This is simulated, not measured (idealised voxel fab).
Process module in this document: voxel quadruple lines
In the cross-section labelled cut, the width is 290 nm and each square cell is 5 nm.
The cross-sections in this document take the form of a grid made of square cells. They are written out as bands, in order from top to bottom. Each band consists of one or more rows of cells.
For a band, the entry starts with two heights in nm, that of the top and then that of the bottom, and carries on with the band's materials in order from left to right, each alongside its width in nm; the word "throughout" beside a single material means it fills the band edge to edge, and "air" means empty space.
We count height from 0. Below that, the starting wafer is all one material. The lowest band never ends at the bottom but goes on down; see "0 -> down" for how that is written.
Think of "30..40" as a width that walks from the first number to the second as you go down the band, top row to bottom row, taking equal-sized steps from row to row.
Any step labelled "changes: none" changed none of the cells in the cross-section.
Empty spaces without an open route to the top, at least 8 cells in extent, make up the entry "Sealed voids"; each is given as width x height at distance, where the distance is measured from the left edge, and all are in nm.
It should be noted that, on the line of a given step, the content following the step's settings is a remark produced by the simulator itself with respect to that step.
overlay nm: for a step with a mask, the amount by which the mask lay right of where it was planned; a negative amount means left of it.
-- Listed below are the process steps as planned
| 1 | RECEIVE: material Si |
| 2 | CONFORMAL_DEP: material SiO2, thk nm 10 |
| 3 | DIRECTIONAL_DEP: material W, thk nm 10 |
| 4 | DIRECTIONAL_DEP: material polySi, thk nm 15 |
| 5 | DIRECTIONAL_DEP: material aC, thk nm 25 |
| 6 | PATTERN: tone cover, mask id MANDREL, material resist, width nm 30, thk nm 30, overlay nm 0 |
| 7 | DIRECTIONAL_ETCH: etch materials aC, depth nm 25 |
| 8 | STRIP: etch materials resist |
| 9 | CONFORMAL_DEP: material SiO2, thk nm 10 |
| 10 | DIRECTIONAL_ETCH: etch materials SiO2, depth nm 10 |
| 11 | STRIP: etch materials aC |
| 12 | DIRECTIONAL_ETCH: etch materials polySi, depth nm 15 |
| 13 | STRIP: etch materials SiO2 |
| 14 | CONFORMAL_DEP: material SiCN, thk nm 10 |
| 15 | DIRECTIONAL_ETCH: etch materials SiCN, depth nm 5 |
| 16 | STRIP: etch materials polySi |
| 17 | DIRECTIONAL_ETCH: etch materials W, depth nm 10 |
| 18 | STRIP: etch materials SiCN |
Keep in mind the plan's value for the depth nm of step 15 comes from the first wafer; the wafers don't share that setting, but they do share the same starting point.
-- Cross-section of the first of several wafers on receipt, reflecting completion of step 1
> 0 -> down  Si throughout
> Sealed voids: none
-- First of several wafers: cross-section at the end of the module, after step 18, its last step
> 35 -> 20  air 120 nm; polySi 10 nm; air 30 nm; polySi 10 nm; air 120 nm
> 20 -> 10  W throughout
> 10 -> 0  SiO2 throughout
> 0 -> down  Si throughout
> Sealed voids: none
-- Final wafer cross-section at module end
> 10 -> 0  SiO2 throughout
> 0 -> down  Si throughout
> Sealed voids: none
-- Below is a per-wafer table. In it, each row describes the wafer at the end of the module by giving, for each material, the number of cells gained (+) or lost (-) since the wafer was received, and after that the closed voids of the wafer
depth nm 5 | +116 SiO2 | +116 W | +12 polySi | Sealed voids: none
depth nm 10 | +116 SiO2 | +16 W | Sealed voids: none
depth nm 15 | +116 SiO2 | +16 W | Sealed voids: none
depth nm 20 | +116 SiO2 | +16 W | Sealed voids: none
depth nm 25 | +116 SiO2 | Sealed voids: none
